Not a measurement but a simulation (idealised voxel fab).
Presented below is a process module, voxel spacer lines.
cross-section cut | 295 nm wide | cells 5 nm
Cross-section format: a grid of square cells, given as bands from top to bottom; each band is one or more rows of cells.
First you get the band's top height and its bottom height, in nm, and then the materials it's made of, left to right, with each width in nm. If you see a single material with "throughout", that one covers the band edge to edge. "air" is empty space.
Height is counted from the level 0, under which the received wafer is composed throughout of one material. The lowest of the bands is not closed at the bottom but continues downward, in the notation "0..down".
Note: "30 to 40" means the width goes from the first number (top row of the band) to the second number (bottom row) in equal steps per row of cells.
When a step is marked "left unchanged", none of the cells in the cross-section changed during that step.
Closed-off voids of 8+ cells (no open route to the top) go in "Sealed cavities", written width x height at distance from the left edge, in nm.
On each step's line, the part that comes after the settings is the simulator's own comment on the step.
overlay nm: right-of-plan distance of the mask on a masked step; negative values mean left-of-plan.

The following list gives the planned process steps
- 1: RECEIVE with material Si
- 2: CONFORMAL_DEP with material Al2O3, thk nm 5
- 3: DIRECTIONAL_DEP with material polySi, thk nm 10
- 4: DIRECTIONAL_DEP with material aC, thk nm 25
- 5: PATTERN with tone cover, mask id MANDREL, material resist, width nm 20, pitch nm 60, thk nm 35, overlay nm 0
- 6: DIRECTIONAL_ETCH with etch materials aC, depth nm 25
- 7: STRIP with etch materials resist
- 8: CONFORMAL_DEP with material SiO2, thk nm 10
- 9: DIRECTIONAL_ETCH with etch materials SiO2, depth nm 10
- 10: STRIP with etch materials aC
- 11: DIRECTIONAL_ETCH with etch materials polySi, depth nm 10
- 12: STRIP with etch materials SiO2
- 13: FILL_DEP with material lowk, thk nm 5
- 14: CMP with height nm 15

Cross-section: wafer on arrival = after step 1
0..down: Si throughout
Sealed cavities: none

End-of-module cross-section of the first of two wafers, processed as planned
15..5: lowk (65), polySi (10), lowk (20), polySi (10), lowk (20), polySi (10), lowk (20), polySi (10), lowk (20), polySi (10), lowk (20), polySi (10), lowk (70)
5..0: Al2O3 throughout
0..down: Si throughout
Sealed cavities: none

Cross-sectional image of the second wafer of the two following completion of the module. Starting state and process plan were the same as for the first wafer; one execution error occurred
15..5: lowk (70), polySi (5), lowk (20), polySi (5), lowk (30), polySi (5), lowk (20), polySi (5), lowk (30), polySi (5), lowk (20), polySi (5), lowk (75)
5..0: Al2O3 throughout
0..down: Si throughout
Sealed cavities: none
Deviation noted in wafer processing: step 8 was run on a setting that differed from the plan, and what really ran there is CONFORMAL_DEP with material SiO2, thk nm 5
Wrapping up, a cell-based count of both wafers puts the second over or under the first for these materials: lowk: 12 more | polySi: 12 fewer
